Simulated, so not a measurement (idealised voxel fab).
process module | voxel self aligned contacts
cross-section cut | 280 nm wide | cells 5 nm
A cross-section is a grid of square cells, given in bands from the top down. A band is one or more rows of cells.
Each band's line starts with the height of the band's top and of its bottom, in nm. Then come its materials from left to right, each with its width in nm. One material with "throughout" fills the band from edge to edge. "air" is empty space.
Height 0 is the level under which the wafer as received is all one material. The lowest band goes on downwards, as in "0 down".
A width such as "30 to 40" changes by the same amount from each row of cells to the next, from the band's top row to its bottom row.
"no change" after a step means that no cell of the cross-section changed.
closed voids: empty space of 8 cells or more with no open way to the top, each as width x height at its distance from the left edge, in nm
after a step's settings: what the simulator itself notes on the step
overlay nm, on a step with a mask: how far to the right of its planned place the mask lay; to the left if negative
plan
1 op RECEIVE | material Si
2 op CONFORMAL_DEP | material SiO2 | thk nm 5
3 op DIRECTIONAL_DEP | material polySi | thk nm 20
4 op DIRECTIONAL_DEP | material SiN | thk nm 10
5 op MASKED_ETCH | tone cover | mask id GATE | width nm 30 | pitch nm 65 | etch materials SiN | depth nm 20 | overlay nm 0
6 op MASKED_ETCH | tone cover | mask id GATE | width nm 30 | pitch nm 65 | etch materials polySi | depth nm 20 | overlay nm 0
7 op CONFORMAL_DEP | material SiN | thk nm 10
8 op DIRECTIONAL_ETCH | etch materials SiN | depth nm 10
9 op FILL_DEP | material SiO2 | thk nm 15
10 op CMP | height nm 50
11 op PATTERN | tone open | mask id CONTACT | material resist | width nm 45 | pitch nm 65 | thk nm 15 | overlay nm 0
12 op DIRECTIONAL_ETCH | etch materials SiO2 | depth nm 50
13 op STRIP | etch materials resist
14 op CONFORMAL_DEP | material TiN | thk nm 5
15 op FILL_DEP | material Ru | thk nm 10
16 op CMP | height nm 50
17 op CONFORMAL_DEP | material SiN | thk nm 5
varied across the wafers: thk nm of step 4. The plan shows the first wafer's value. All wafers start alike
first wafer as received, after step 1
  0 down: Si throughout
  closed voids: none
first wafer at the end, after step 17
  55 to 50: SiN throughout
  50 to 40: SiO2 85 | TiN 5 | Ru 35 | TiN 5 | SiO2 20 | TiN 5 | Ru 35 | TiN 5 | SiO2 85
  40 to 35: SiO2 85 | TiN 20 | Ru 5 | TiN 20 | SiO2 20 | TiN 20 | Ru 5 | TiN 20 | SiO2 85
  35 to 25: SiO2 50 | SiN 50 | TiN 5 | Ru 5 | TiN 5 | SiN 50 | TiN 5 | Ru 5 | TiN 5 | SiN 50 | SiO2 50
  25 to 5: SiO2 50 | SiN 10 | polySi 30 | SiN 10 | TiN 5 | Ru 5 | TiN 5 | SiN 10 | polySi 30 | SiN 10 | TiN 5 | Ru 5 | TiN 5 | SiN 10 | polySi 30 | SiN 10 | SiO2 50
  5 to 0: SiO2 100 | TiN 15 | SiO2 50 | TiN 15 | SiO2 100
  0 down: Si throughout
  closed voids: none
last wafer at the end
  55 to 50: SiN throughout
  50 to 45: SiO2 50 | SiN 50 | TiN 5 | Ru 5 | TiN 5 | SiN 50 | TiN 5 | Ru 5 | TiN 5 | SiN 50 | SiO2 50
  45 to 40: SiO2 50 | SiN 50 | TiN 15 | SiN 50 | TiN 15 | SiN 50 | SiO2 50
  40 to 25: SiN throughout
  25 to 5: polySi throughout
  5 to 0: SiO2 throughout
  0 down: Si throughout
  closed voids: none
each wafer at the end: cells of each material gained (+) or lost (-) since it was received, then its closed voids
thk nm 10 | +42 Ru | +164 SiN | +284 SiO2 | +54 TiN | +72 polySi | closed voids: none
thk nm 15 | +30 Ru | +194 SiN | +266 SiO2 | +54 TiN | +72 polySi | closed voids: none
thk nm 20 | +18 Ru | +224 SiN | +248 SiO2 | +54 TiN | +72 polySi | closed voids: none
thk nm 25 | +6 Ru | +232 SiN | +136 SiO2 | +18 TiN | +224 polySi | closed voids: none
thk nm 30 | +4 Ru | +258 SiN | +116 SiO2 | +14 TiN | +224 polySi | closed voids: none
thk nm 35 | +2 Ru | +284 SiN | +96 SiO2 | +10 TiN | +224 polySi | closed voids: none
